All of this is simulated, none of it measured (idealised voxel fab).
process module | voxel transistor to metal
cross-section cut | 160 nm wide | cells 5 nm
A cross-section is a grid of square cells, given in bands from the top down. A band is one or more rows of cells.
Each band's line starts with the height of the band's top and of its bottom, in nm. Then come its materials from left to right, each with its width in nm. One material with "throughout" fills the band from edge to edge. "air" is empty space.
Height 0 is the level under which the wafer as received is all one material. The lowest band goes on downwards, as in "0 down".
A width such as "30 to 40" changes by the same amount from each row of cells to the next, from the band's top row to its bottom row.
"no change" after a step means that no cell of the cross-section changed.
closed voids: empty space of 8 cells or more with no open way to the top, each as width x height at its distance from the left edge, in nm
after a step's settings: what the simulator itself notes on the step
overlay nm, on a step with a mask: how far to the right of its planned place the mask lay; to the left if negative
plan
1 op RECEIVE | material Si
2 op OXIDIZE | depth nm 5
3 op CONFORMAL_DEP | material SiN | thk nm 15
4 op DIRECTIONAL_DEP | material aC | thk nm 10
5 op PATTERN | tone cover | mask id ACTIVE | material resist | width nm 125 | thk nm 25 | overlay nm 0
6 op DIRECTIONAL_ETCH | etch materials aC | depth nm 10
7 op STRIP | etch materials resist
8 op DIRECTIONAL_ETCH | etch materials SiN | depth nm 15
9 op DIRECTIONAL_ETCH | etch materials SiO2 | depth nm 5
10 op DIRECTIONAL_ETCH | etch materials Si | depth nm 20
11 op STRIP | etch materials aC
12 op FILL_DEP | material SiO2 | thk nm 5
13 op CMP | height nm 15
14 op SELECTIVE_ETCH | etch materials SiO2 | depth nm 15
15 op STRIP | etch materials SiN
16 op SELECTIVE_ETCH | etch materials SiO2 | depth nm 5
17 op OXIDIZE | depth nm 5
18 op DIRECTIONAL_DEP | material polySi | thk nm 25
19 op DIRECTIONAL_DEP | material SiCN | thk nm 15
20 op MASKED_ETCH | tone cover | mask id GATE | width nm 35 | etch materials SiCN | depth nm 25 | overlay nm 0
21 op MASKED_ETCH | tone cover | mask id GATE | width nm 35 | etch materials polySi | depth nm 35 | overlay nm 0
22 op CONFORMAL_DEP | material SiN | thk nm 5
23 op DIRECTIONAL_ETCH | etch materials SiN | depth nm 5
24 op DIRECTIONAL_ETCH | etch materials SiO2 | depth nm 5
25 op DIRECTIONAL_ETCH | etch materials Si | depth nm 15
26 op EPI | material pSi | thk nm 20
27 op FILL_DEP | material SiO2 | thk nm 10
28 op CMP | height nm 20
29 op STRIP | etch materials polySi
30 op SELECTIVE_ETCH | etch materials SiO2 | depth nm 5
31 op CONFORMAL_DEP | material HfO2 | thk nm 5
32 op CONFORMAL_DEP | material TiN | thk nm 5
33 op FILL_DEP | material W | thk nm 5
34 op CMP | height nm 15
35 op DIRECTIONAL_DEP | material SiO2 | thk nm 10
36 op DIRECTIONAL_DEP | material aC | thk nm 10
37 op PATTERN | tone open | mask id CONTACT | material resist | width nm 20 | pitch nm 95 | thk nm 25 | overlay nm 0
38 op DIRECTIONAL_ETCH | etch materials aC | depth nm 10
39 op STRIP | etch materials resist
40 op DIRECTIONAL_ETCH | etch materials SiO2 | depth nm 30
41 op STRIP | etch materials aC
42 op CONFORMAL_DEP | material TiN | thk nm 5
43 op FILL_DEP | material Ru | thk nm 5
44 op CMP | height nm 25
45 op DIRECTIONAL_DEP | material TiN | thk nm 5
46 op DIRECTIONAL_DEP | material W | thk nm 20
47 op MASKED_ETCH | tone cover | mask id METAL_1 | width nm 20 | pitch nm 95 | etch materials W | depth nm 20 | overlay nm 0
48 op MASKED_ETCH | tone cover | mask id METAL_1 | width nm 20 | pitch nm 95 | etch materials TiN | depth nm 5 | overlay nm 0
49 op CONFORMAL_DEP | material SiCN | thk nm 5
50 op FILL_DEP | material lowk | thk nm 10
51 op CMP | height nm 50
52 op CONFORMAL_DEP | material SiN | thk nm 5
as received, after step 1
  0 down: Si throughout
  closed voids: none
first wafer at the end, as planned
  55 to 50: SiN throughout
  50 to 30: lowk 15 | SiCN 5 | W 20 | SiCN 5 | lowk 65 | SiCN 5 | W 20 | SiCN 5 | lowk 20
  30 to 25: SiCN 20 | TiN 20 | SiCN 75 | TiN 20 | SiCN 25
  25 to 15: SiO2 20 | TiN 5 | Ru 10 | TiN 5 | SiO2 75 | TiN 5 | Ru 10 | TiN 5 | SiO2 25
  15 to 10: SiO2 20 | TiN 5 | Ru 5 | TiN 10 | SiO2 15 | SiN 5 | HfO2 5 | TiN 5 | W 15 | TiN 5 | HfO2 5 | SiN 5 | SiO2 15 | TiN 10 | Ru 5 | TiN 5 | SiO2 25
  10 to 0: SiO2 20 | TiN 5 | Ru 5 | TiN 5 | pSi 20 | SiN 5 | HfO2 5 | TiN 5 | W 15 | TiN 5 | HfO2 5 | SiN 5 | pSi 20 | TiN 5 | Ru 5 | TiN 5 | SiO2 25
  0 to -5: SiO2 20 | TiN 15 | pSi 20 | SiN 5 | HfO2 5 | TiN 25 | HfO2 5 | SiN 5 | pSi 20 | TiN 15 | SiO2 25
  -5 to -10: SiO2 10 | pSi 45 | HfO2 45 | pSi 45 | SiO2 15
  -10 to -25: SiO2 15 | pSi 40 | Si 45 | pSi 40 | SiO2 20
  -25 down: Si throughout
  closed voids: none
second wafer at the end: like start, like plan, one mistake
  55 to 50: SiN throughout
  50 to 40: lowk 15 | SiCN 5 | W 20 | SiCN 5 | lowk 65 | SiCN 5 | W 20 | SiCN 5 | lowk 20
  40 to 35: SiCN 20 | TiN 20 | SiCN 75 | TiN 20 | SiCN 25
  35 to 25: TiN throughout
  25 to 15: SiO2 20 | TiN 5 | Ru 10 | TiN 5 | SiO2 75 | TiN 5 | Ru 10 | TiN 5 | SiO2 25
  15 to 10: SiO2 20 | TiN 5 | Ru 5 | TiN 10 | SiO2 15 | SiN 5 | HfO2 5 | TiN 5 | W 15 | TiN 5 | HfO2 5 | SiN 5 | SiO2 15 | TiN 10 | Ru 5 | TiN 5 | SiO2 25
  10 to 0: SiO2 20 | TiN 5 | Ru 5 | TiN 5 | pSi 20 | SiN 5 | HfO2 5 | TiN 5 | W 15 | TiN 5 | HfO2 5 | SiN 5 | pSi 20 | TiN 5 | Ru 5 | TiN 5 | SiO2 25
  0 to -5: SiO2 20 | TiN 15 | pSi 20 | SiN 5 | HfO2 5 | TiN 25 | HfO2 5 | SiN 5 | pSi 20 | TiN 15 | SiO2 25
  -5 to -10: SiO2 10 | pSi 45 | HfO2 45 | pSi 45 | SiO2 15
  -10 to -25: SiO2 15 | pSi 40 | Si 45 | pSi 40 | SiO2 20
  -25 down: Si throughout
  closed voids: none
what went wrong: step 45 ran as: op DIRECTIONAL_DEP | material TiN | thk nm 15
at the end the second wafer has, in cells: 8 fewer of SiCN | 64 more of TiN | 16 fewer of W | 40 fewer of lowk
